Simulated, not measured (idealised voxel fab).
process module | voxel self aligned contacts
cross-section cut | 270 nm wide | cells 5 nm
A cross-section is a grid of square cells, given in bands from the top down. A band is one or more rows of cells.
Each band's line starts with the height of the band's top and of its bottom, in nm. Then come its materials from left to right, each with its width in nm. One material with "throughout" fills the band from edge to edge. "air" is empty space.
Height 0 is the level under which the wafer as received is all one material. The lowest band goes on downwards, as in "0 down".
A width such as "30 to 40" changes by the same amount from each row of cells to the next, from the band's top row to its bottom row.
"no change" after a step means that no cell of the cross-section changed.
closed voids: empty space of 8 cells or more with no open way to the top, each as width x height at its distance from the left edge, in nm
after a step's settings: what the simulator itself notes on the step
overlay nm, on a step with a mask: how far to the right of its planned place the mask lay; to the left if negative
plan
1 op RECEIVE | material Si
2 op CONFORMAL_DEP | material SiO2 | thk nm 5
3 op DIRECTIONAL_DEP | material polySi | thk nm 30
4 op DIRECTIONAL_DEP | material SiN | thk nm 15
5 op MASKED_ETCH | tone cover | mask id GATE | width nm 25 | pitch nm 55 | etch materials SiN | depth nm 15 | overlay nm 0
6 op MASKED_ETCH | tone cover | mask id GATE | width nm 25 | pitch nm 55 | etch materials polySi | depth nm 30 | overlay nm 0
7 op CONFORMAL_DEP | material SiN | thk nm 5
8 op DIRECTIONAL_ETCH | etch materials SiN | depth nm 5
9 op FILL_DEP | material SiO2 | thk nm 10
10 op CMP | height nm 55
11 op DIRECTIONAL_DEP | material aC | thk nm 15
12 op PATTERN | tone open | mask id CONTACT | material resist | width nm 40 | thk nm 30 | overlay nm 0
13 op DIRECTIONAL_ETCH | etch materials aC | depth nm 15
14 op STRIP | etch materials resist
15 op DIRECTIONAL_ETCH | etch materials SiO2 | depth nm 55
16 op STRIP | etch materials aC
17 op CONFORMAL_DEP | material TiN | thk nm 5
18 op FILL_DEP | material W | thk nm 10
19 op CMP | height nm 55
20 op CONFORMAL_DEP | material SiN | thk nm 5
first wafer, as planned
as received, after step 1
  0 down: Si throughout
  closed voids: none
after step 2
  5 to 0: SiO2 throughout
  below 0: unchanged
after step 3
  35 to 5: polySi throughout
  below 5: unchanged
after step 4
  50 to 35: SiN throughout
  below 35: unchanged
after step 5
  50 to 35: air 95 | SiN 25 | air 30 | SiN 25 | air 95
  below 35: unchanged
after step 6
  50 to 35: air 95 | SiN 25 | air 30 | SiN 25 | air 95
  35 to 5: air 95 | polySi 25 | air 30 | polySi 25 | air 95
  below 5: unchanged
after step 7
  55 to 35: air 90 | SiN 35 | air 20 | SiN 35 | air 90
  35 to 10: air 90 | SiN 5 | polySi 25 | SiN 5 | air 20 | SiN 5 | polySi 25 | SiN 5 | air 90
  10 to 5: SiN 95 | polySi 25 | SiN 30 | polySi 25 | SiN 95
  below 5: unchanged
after step 8
  50 to 35: air 90 | SiN 35 | air 20 | SiN 35 | air 90
  35 to 5: air 90 | SiN 5 | polySi 25 | SiN 5 | air 20 | SiN 5 | polySi 25 | SiN 5 | air 90
  below 5: unchanged
after step 9
  60 to 50: SiO2 throughout
  50 to 35: SiO2 90 | SiN 35 | SiO2 20 | SiN 35 | SiO2 90
  35 to 5: SiO2 90 | SiN 5 | polySi 25 | SiN 5 | SiO2 20 | SiN 5 | polySi 25 | SiN 5 | SiO2 90
  below 5: unchanged
after step 10
  55 to 50: SiO2 throughout
  below 50: unchanged
after step 11
  70 to 55: aC throughout
  below 55: unchanged
after step 12
  100 to 70: resist 115 | air 40 | resist 115
  below 70: unchanged
after step 13
  85 to 70: resist 115 | air 40 | resist 115
  70 to 55: aC 115 | air 40 | aC 115
  below 55: unchanged
after step 14
  70 to 55: aC 115 | air 40 | aC 115
  below 55: unchanged
after step 15
  70 to 55: aC 115 | air 40 | aC 115
  55 to 50: SiO2 115 | air 40 | SiO2 115
  50 to 35: SiO2 90 | SiN 35 | air 20 | SiN 35 | SiO2 90
  35 to 5: SiO2 90 | SiN 5 | polySi 25 | SiN 5 | air 20 | SiN 5 | polySi 25 | SiN 5 | SiO2 90
  5 to 0: SiO2 125 | air 20 | SiO2 125
  below 0: unchanged
after step 16
  55 to 50: SiO2 115 | air 40 | SiO2 115
  below 50: unchanged
after step 17
  60 to 55: TiN 120 | air 30 | TiN 120
  55 to 50: SiO2 115 | TiN 15 | air 10 | TiN 15 | SiO2 115
  50 to 35: SiO2 90 | SiN 35 | TiN 5 | air 10 | TiN 5 | SiN 35 | SiO2 90
  35 to 5: SiO2 90 | SiN 5 | polySi 25 | SiN 5 | TiN 5 | air 10 | TiN 5 | SiN 5 | polySi 25 | SiN 5 | SiO2 90
  5 to 0: SiO2 125 | TiN 20 | SiO2 125
  below 0: unchanged
after step 18
  70 to 60: W throughout
  60 to 55: TiN 120 | W 30 | TiN 120
  55 to 50: SiO2 115 | TiN 15 | W 10 | TiN 15 | SiO2 115
  50 to 35: SiO2 90 | SiN 35 | TiN 5 | W 10 | TiN 5 | SiN 35 | SiO2 90
  35 to 5: SiO2 90 | SiN 5 | polySi 25 | SiN 5 | TiN 5 | W 10 | TiN 5 | SiN 5 | polySi 25 | SiN 5 | SiO2 90
  below 5: unchanged
after step 19
  55 to 50: SiO2 115 | TiN 15 | W 10 | TiN 15 | SiO2 115
  below 50: unchanged
after step 20
  60 to 55: SiN throughout
  below 55: unchanged
second wafer: like start, like plan, one mistake. Through step 2 it matches the first wafer
when step 3 should have ended
  35 to 0: SiO2 throughout
  below 0: unchanged
when step 4 should have ended
  50 to 35: SiN throughout
  below 35: unchanged
when step 5 should have ended
  50 to 35: air 95 | SiN 25 | air 30 | SiN 25 | air 95
  below 35: unchanged
when step 6 should have ended: no change
when step 7 should have ended
  55 to 40: air 90 | SiN 35 | air 20 | SiN 35 | air 90
  40 to 35: SiN throughout
  below 35: unchanged
when step 8 should have ended
  50 to 35: air 90 | SiN 35 | air 20 | SiN 35 | air 90
  below 35: unchanged
when step 9 should have ended
  60 to 50: SiO2 throughout
  50 to 35: SiO2 90 | SiN 35 | SiO2 20 | SiN 35 | SiO2 90
  below 35: unchanged
when step 10 should have ended
  55 to 50: SiO2 throughout
  below 50: unchanged
when step 11 should have ended
  70 to 55: aC throughout
  below 55: unchanged
when step 12 should have ended
  100 to 70: resist 115 | air 40 | resist 115
  below 70: unchanged
when step 13 should have ended
  85 to 70: resist 115 | air 40 | resist 115
  70 to 55: aC 115 | air 40 | aC 115
  below 55: unchanged
when step 14 should have ended
  70 to 55: aC 115 | air 40 | aC 115
  below 55: unchanged
when step 15 should have ended
  70 to 55: aC 115 | air 40 | aC 115
  55 to 50: SiO2 115 | air 40 | SiO2 115
  50 to 35: SiO2 90 | SiN 35 | air 20 | SiN 35 | SiO2 90
  35 to 0: SiO2 125 | air 20 | SiO2 125
  below 0: unchanged
when step 16 should have ended
  55 to 50: SiO2 115 | air 40 | SiO2 115
  below 50: unchanged
when step 17 should have ended
  60 to 55: TiN 120 | air 30 | TiN 120
  55 to 50: SiO2 115 | TiN 15 | air 10 | TiN 15 | SiO2 115
  50 to 35: SiO2 90 | SiN 35 | TiN 5 | air 10 | TiN 5 | SiN 35 | SiO2 90
  35 to 5: SiO2 125 | TiN 5 | air 10 | TiN 5 | SiO2 125
  5 to 0: SiO2 125 | TiN 20 | SiO2 125
  below 0: unchanged
when step 18 should have ended
  70 to 60: W throughout
  60 to 55: TiN 120 | W 30 | TiN 120
  55 to 50: SiO2 115 | TiN 15 | W 10 | TiN 15 | SiO2 115
  50 to 35: SiO2 90 | SiN 35 | TiN 5 | W 10 | TiN 5 | SiN 35 | SiO2 90
  35 to 5: SiO2 125 | TiN 5 | W 10 | TiN 5 | SiO2 125
  below 5: unchanged
when step 19 should have ended
  55 to 50: SiO2 115 | TiN 15 | W 10 | TiN 15 | SiO2 115
  below 50: unchanged
when step 20 should have ended
  60 to 55: SiN throughout
  below 55: unchanged
what went wrong: step 3 ran as: op DIRECTIONAL_DEP | material SiO2 | thk nm 30
at the end the second wafer has, in cells: 24 fewer of SiN | 84 more of SiO2 | 60 fewer of polySi
